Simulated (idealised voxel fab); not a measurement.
Name of the process module below: voxel wiring stack
Section shown: cut. Width: 190 nm. Cell size: 5 nm, square.
Throughout this document, each cross-section is represented as a grid of square cells and is presented as a sequence of bands enumerated from the top downward, where a band comprises one or more rows of cells.
Heights first: top, then bottom, in nm. Then materials, left to right, each with a width in nm. "throughout" on a single material: fills the band edge to edge. "empty": empty space.
Note: height 0 marks the level under which the wafer is uniformly one material as received. Lowest band unbounded below, written "0..down".
When a width is written as two numbers, as in "30->40", the first number is the width in the top row of cells of the band and the second is the width in its bottom row, and the width changes by the same amount from each row to the next.
Where a step carries "same as before", the cross-section came out of it unchanged, cell for cell.
The entry titled "Fully enclosed voids" provides the empty spaces that have no open way to the top, restricted to those of 8 cells or more. Each is presented as width x height at distance, the distance being measured from the left edge, with all three in nm.
Read whatever lies past the settings on a step's line as the simulator's own remark about the step.
Each step line may optionally specify "overlay nm", which for a step with a mask gives the rightward distance between the mask's planned place and where it lay, a negative value indicating the leftward direction.

PROCESS STEPS (PLANNED)
1. RECEIVE [material Si]
2. CONFORMAL_DEP [material SiO2] [thk nm 10]
3. DIRECTIONAL_DEP [material TiN] [thk nm 5]
4. DIRECTIONAL_DEP [material Ru] [thk nm 25]
5. PATTERN [tone cover] [mask id METAL_1] [material resist] [width nm 25] [pitch nm 40] [thk nm 15] [overlay nm 0]
6. DIRECTIONAL_ETCH [etch materials Ru] [depth nm 25]
7. DIRECTIONAL_ETCH [etch materials TiN] [depth nm 5]
8. STRIP [etch materials resist]
9. CONFORMAL_DEP [material SiCN] [thk nm 5]
10. FILL_DEP [material SiO2] [thk nm 10]
11. CMP [height nm 40]
12. CONFORMAL_DEP [material SiCN] [thk nm 5]
13. DIRECTIONAL_DEP [material SiO2] [thk nm 10]
14. MASKED_ETCH [tone open] [mask id PLUG_1] [width nm 15] [pitch nm 40] [etch materials SiO2] [depth nm 10] [overlay nm 0]
15. MASKED_ETCH [tone open] [mask id PLUG_1] [width nm 15] [pitch nm 40] [etch materials SiCN] [depth nm 5] [overlay nm 0]
16. CONFORMAL_DEP [material TiN] [thk nm 5]
17. FILL_DEP [material W] [thk nm 10]
18. CMP [height nm 55]
19. CONFORMAL_DEP [material SiN] [thk nm 5]
20. DIRECTIONAL_DEP [material SiO2] [thk nm 20]
21. DIRECTIONAL_DEP [material aC] [thk nm 15]
22. PATTERN [tone open] [mask id METAL_2] [material resist] [width nm 25] [pitch nm 40] [thk nm 30] [overlay nm 0]
23. DIRECTIONAL_ETCH [etch materials aC] [depth nm 15]
24. STRIP [etch materials resist]
25. DIRECTIONAL_ETCH [etch materials SiO2] [depth nm 20]
26. DIRECTIONAL_ETCH [etch materials SiN] [depth nm 5]
27. STRIP [etch materials aC]
28. CONFORMAL_DEP [material TiN] [thk nm 5]
29. FILL_DEP [material Cu] [thk nm 10]
30. CMP [height nm 80]
31. EPI [material Ru] [thk nm 5]
32. FILL_DEP [material SiCN] [thk nm 5]

THE FIRST OF THE TWO WAFERS, WHICH RAN AS PLANNED

CROSS-SECTION, INCOMING MATERIAL, AFTER STEP 1
0..down | Si throughout
Fully enclosed voids: none

WAFER AFTER STEP 2 (CROSS-SECTION)
10..0 | SiO2 throughout
Rest of section, below 0: as before.

WAFER AFTER STEP 3 (CROSS-SECTION)
15..10 | TiN throughout
Rest of section, below 10: as before.

WAFER AFTER STEP 4 (CROSS-SECTION)
40..15 | Ru throughout
Rest of section, below 15: as before.

WAFER AFTER STEP 5 (CROSS-SECTION)
55..40 | empty 40 | resist 25 | empty 15 | resist 25 | empty 15 | resist 25 | empty 45
Rest of section, below 40: as before.

WAFER AFTER STEP 6 (CROSS-SECTION)
55..40 | empty 40 | resist 25 | empty 15 | resist 25 | empty 15 | resist 25 | empty 45
40..15 | empty 40 | Ru 25 | empty 15 | Ru 25 | empty 15 | Ru 25 | empty 45
Rest of section, below 15: as before.

WAFER AFTER STEP 7 (CROSS-SECTION)
55..40 | empty 40 | resist 25 | empty 15 | resist 25 | empty 15 | resist 25 | empty 45
40..15 | empty 40 | Ru 25 | empty 15 | Ru 25 | empty 15 | Ru 25 | empty 45
15..10 | empty 40 | TiN 25 | empty 15 | TiN 25 | empty 15 | TiN 25 | empty 45
Rest of section, below 10: as before.

WAFER AFTER STEP 8 (CROSS-SECTION)
40..15 | empty 40 | Ru 25 | empty 15 | Ru 25 | empty 15 | Ru 25 | empty 45
Rest of section, below 15: as before.

WAFER AFTER STEP 9 (CROSS-SECTION)
45..40 | empty 35 | SiCN 35 | empty 5 | SiCN 35 | empty 5 | SiCN 35 | empty 40
40..15 | empty 35 | SiCN 5 | Ru 25 | SiCN 5 | empty 5 | SiCN 5 | Ru 25 | SiCN 5 | empty 5 | SiCN 5 | Ru 25 | SiCN 5 | empty 40
15..10 | SiCN 40 | TiN 25 | SiCN 15 | TiN 25 | SiCN 15 | TiN 25 | SiCN 45
Rest of section, below 10: as before.

WAFER AFTER STEP 10 (CROSS-SECTION)
55..45 | SiO2 throughout
45..40 | SiO2 35 | SiCN 35 | SiO2 5 | SiCN 35 | SiO2 5 | SiCN 35 | SiO2 40
40..15 | SiO2 35 | SiCN 5 | Ru 25 | SiCN 5 | SiO2 5 | SiCN 5 | Ru 25 | SiCN 5 | SiO2 5 | SiCN 5 | Ru 25 | SiCN 5 | SiO2 40
Rest of section, below 15: as before.

WAFER AFTER STEP 11 (CROSS-SECTION)
40..15 | SiO2 35 | SiCN 5 | Ru 25 | SiCN 5 | SiO2 5 | SiCN 5 | Ru 25 | SiCN 5 | SiO2 5 | SiCN 5 | Ru 25 | SiCN 5 | SiO2 40
Rest of section, below 15: as before.

WAFER AFTER STEP 12 (CROSS-SECTION)
45..40 | SiCN throughout
Rest of section, below 40: as before.

WAFER AFTER STEP 13 (CROSS-SECTION)
55..45 | SiO2 throughout
Rest of section, below 45: as before.

WAFER AFTER STEP 14 (CROSS-SECTION)
55..45 | SiO2 40 | empty 15 | SiO2 25 | empty 15 | SiO2 25 | empty 15 | SiO2 55
Rest of section, below 45: as before.

WAFER AFTER STEP 15 (CROSS-SECTION)
55..45 | SiO2 40 | empty 15 | SiO2 25 | empty 15 | SiO2 25 | empty 15 | SiO2 55
45..40 | SiCN 40 | empty 15 | SiCN 25 | empty 15 | SiCN 25 | empty 15 | SiCN 55
Rest of section, below 40: as before.

WAFER AFTER STEP 16 (CROSS-SECTION)
60..55 | TiN 45 | empty 5 | TiN 35 | empty 5 | TiN 35 | empty 5 | TiN 60
55..45 | SiO2 40 | TiN 5 | empty 5 | TiN 5 | SiO2 25 | TiN 5 | empty 5 | TiN 5 | SiO2 25 | TiN 5 | empty 5 | TiN 5 | SiO2 55
45..40 | SiCN 40 | TiN 15 | SiCN 25 | TiN 15 | SiCN 25 | TiN 15 | SiCN 55
Rest of section, below 40: as before.

WAFER AFTER STEP 17 (CROSS-SECTION)
70..60 | W throughout
60..55 | TiN 45 | W 5 | TiN 35 | W 5 | TiN 35 | W 5 | TiN 60
55..45 | SiO2 40 | TiN 5 | W 5 | TiN 5 | SiO2 25 | TiN 5 | W 5 | TiN 5 | SiO2 25 | TiN 5 | W 5 | TiN 5 | SiO2 55
Rest of section, below 45: as before.

WAFER AFTER STEP 18 (CROSS-SECTION)
55..45 | SiO2 40 | TiN 5 | W 5 | TiN 5 | SiO2 25 | TiN 5 | W 5 | TiN 5 | SiO2 25 | TiN 5 | W 5 | TiN 5 | SiO2 55
Rest of section, below 45: as before.

WAFER AFTER STEP 19 (CROSS-SECTION)
60..55 | SiN throughout
Rest of section, below 55: as before.

WAFER AFTER STEP 20 (CROSS-SECTION)
80..60 | SiO2 throughout
Rest of section, below 60: as before.

WAFER AFTER STEP 21 (CROSS-SECTION)
95..80 | aC throughout
Rest of section, below 80: as before.

WAFER AFTER STEP 22 (CROSS-SECTION)
125..95 | resist 40 | empty 25 | resist 15 | empty 25 | resist 15 | empty 25 | resist 45
Rest of section, below 95: as before.

WAFER AFTER STEP 23 (CROSS-SECTION)
110..95 | resist 40 | empty 25 | resist 15 | empty 25 | resist 15 | empty 25 | resist 45
95..80 | aC 40 | empty 25 | aC 15 | empty 25 | aC 15 | empty 25 | aC 45
Rest of section, below 80: as before.

WAFER AFTER STEP 24 (CROSS-SECTION)
95..80 | aC 40 | empty 25 | aC 15 | empty 25 | aC 15 | empty 25 | aC 45
Rest of section, below 80: as before.

WAFER AFTER STEP 25 (CROSS-SECTION)
95..80 | aC 40 | empty 25 | aC 15 | empty 25 | aC 15 | empty 25 | aC 45
80..60 | SiO2 40 | empty 25 | SiO2 15 | empty 25 | SiO2 15 | empty 25 | SiO2 45
Rest of section, below 60: as before.

WAFER AFTER STEP 26 (CROSS-SECTION)
95..80 | aC 40 | empty 25 | aC 15 | empty 25 | aC 15 | empty 25 | aC 45
80..60 | SiO2 40 | empty 25 | SiO2 15 | empty 25 | SiO2 15 | empty 25 | SiO2 45
60..55 | SiN 40 | empty 25 | SiN 15 | empty 25 | SiN 15 | empty 25 | SiN 45
Rest of section, below 55: as before.

WAFER AFTER STEP 27 (CROSS-SECTION)
80..60 | SiO2 40 | empty 25 | SiO2 15 | empty 25 | SiO2 15 | empty 25 | SiO2 45
Rest of section, below 60: as before.

WAFER AFTER STEP 28 (CROSS-SECTION)
85..80 | TiN 45 | empty 15 | TiN 25 | empty 15 | TiN 25 | empty 15 | TiN 50
80..60 | SiO2 40 | TiN 5 | empty 15 | TiN 5 | SiO2 15 | TiN 5 | empty 15 | TiN 5 | SiO2 15 | TiN 5 | empty 15 | TiN 5 | SiO2 45
60..55 | SiN 40 | TiN 25 | SiN 15 | TiN 25 | SiN 15 | TiN 25 | SiN 45
Rest of section, below 55: as before.

WAFER AFTER STEP 29 (CROSS-SECTION)
95..85 | Cu throughout
85..80 | TiN 45 | Cu 15 | TiN 25 | Cu 15 | TiN 25 | Cu 15 | TiN 50
80..60 | SiO2 40 | TiN 5 | Cu 15 | TiN 5 | SiO2 15 | TiN 5 | Cu 15 | TiN 5 | SiO2 15 | TiN 5 | Cu 15 | TiN 5 | SiO2 45
Rest of section, below 60: as before.

WAFER AFTER STEP 30 (CROSS-SECTION)
80..60 | SiO2 40 | TiN 5 | Cu 15 | TiN 5 | SiO2 15 | TiN 5 | Cu 15 | TiN 5 | SiO2 15 | TiN 5 | Cu 15 | TiN 5 | SiO2 45
Rest of section, below 60: as before.

WAFER AFTER STEP 31 (CROSS-SECTION)
85..80 | empty 35 | Ru 35 | empty 5 | Ru 35 | empty 5 | Ru 35 | empty 40
Rest of section, below 80: as before.

WAFER AFTER STEP 32 (CROSS-SECTION)
90..85 | SiCN throughout
85..80 | SiCN 35 | Ru 35 | SiCN 5 | Ru 35 | SiCN 5 | Ru 35 | SiCN 40
Rest of section, below 80: as before.

THE SECOND WAFER: IDENTICAL TO THE FIRST AT THE OUTSET AND IN ITS PLANNED SEQUENCE, DIFFERING ONLY IN THAT ONE MISTAKE WAS MADE DURING PROCESSING; UP TO AND INCLUDING STEP 21, ITS PATH IS THE FIRST WAFER'S PATH

SECOND WAFER, CUT VIEW, END OF STEP 22 PER PLAN
125..95 | empty 40 | resist 25 | empty 15 | resist 25 | empty 15 | resist 25 | empty 45
Rest of section, below 95: as before.

SECOND WAFER, CUT VIEW, END OF STEP 23 PER PLAN
110..95 | empty 40 | resist 25 | empty 15 | resist 25 | empty 15 | resist 25 | empty 45
95..80 | empty 40 | aC 25 | empty 15 | aC 25 | empty 15 | aC 25 | empty 45
Rest of section, below 80: as before.

SECOND WAFER, CUT VIEW, END OF STEP 24 PER PLAN
95..80 | empty 40 | aC 25 | empty 15 | aC 25 | empty 15 | aC 25 | empty 45
Rest of section, below 80: as before.

SECOND WAFER, CUT VIEW, END OF STEP 25 PER PLAN
95..80 | empty 40 | aC 25 | empty 15 | aC 25 | empty 15 | aC 25 | empty 45
80..60 | empty 40 | SiO2 25 | empty 15 | SiO2 25 | empty 15 | SiO2 25 | empty 45
Rest of section, below 60: as before.

SECOND WAFER, CUT VIEW, END OF STEP 26 PER PLAN
95..80 | empty 40 | aC 25 | empty 15 | aC 25 | empty 15 | aC 25 | empty 45
80..60 | empty 40 | SiO2 25 | empty 15 | SiO2 25 | empty 15 | SiO2 25 | empty 45
60..55 | empty 40 | SiN 25 | empty 15 | SiN 25 | empty 15 | SiN 25 | empty 45
Rest of section, below 55: as before.

SECOND WAFER, CUT VIEW, END OF STEP 27 PER PLAN
80..60 | empty 40 | SiO2 25 | empty 15 | SiO2 25 | empty 15 | SiO2 25 | empty 45
Rest of section, below 60: as before.

SECOND WAFER, CUT VIEW, END OF STEP 28 PER PLAN
85..80 | empty 35 | TiN 35 | empty 5 | TiN 35 | empty 5 | TiN 35 | empty 40
80..60 | empty 35 | TiN 5 | SiO2 25 | TiN 5 | empty 5 | TiN 5 | SiO2 25 | TiN 5 | empty 5 | TiN 5 | SiO2 25 | TiN 5 | empty 40
60..55 | TiN 40 | SiN 25 | TiN 15 | SiN 25 | TiN 15 | SiN 25 | TiN 45
Rest of section, below 55: as before.

SECOND WAFER, CUT VIEW, END OF STEP 29 PER PLAN
95..85 | Cu throughout
85..80 | Cu 35 | TiN 35 | Cu 5 | TiN 35 | Cu 5 | TiN 35 | Cu 40
80..60 | Cu 35 | TiN 5 | SiO2 25 | TiN 5 | Cu 5 | TiN 5 | SiO2 25 | TiN 5 | Cu 5 | TiN 5 | SiO2 25 | TiN 5 | Cu 40
Rest of section, below 60: as before.

SECOND WAFER, CUT VIEW, END OF STEP 30 PER PLAN
80..60 | Cu 35 | TiN 5 | SiO2 25 | TiN 5 | Cu 5 | TiN 5 | SiO2 25 | TiN 5 | Cu 5 | TiN 5 | SiO2 25 | TiN 5 | Cu 40
Rest of section, below 60: as before.

SECOND WAFER, CUT VIEW, END OF STEP 31 PER PLAN
85..80 | Ru 45 | empty 15 | Ru 25 | empty 15 | Ru 25 | empty 15 | Ru 50
Rest of section, below 80: as before.

SECOND WAFER, CUT VIEW, END OF STEP 32 PER PLAN
90..85 | SiCN throughout
85..80 | Ru 45 | SiCN 15 | Ru 25 | SiCN 15 | Ru 25 | SiCN 15 | Ru 50
Rest of section, below 80: as before.
Diagnosis: step 22, actual vs plan mismatch, actual run PATTERN [tone cover] [mask id METAL_2] [material resist] [width nm 25] [pitch nm 40] [thk nm 30] [overlay nm 0]
In the final state, the cell counts of the second wafer exceed or fall short of those of the first for the following materials: 32 more of Cu; 8 more of Ru; 8 fewer of SiCN; 8 fewer of SiN; 32 fewer of SiO2; 8 more of TiN
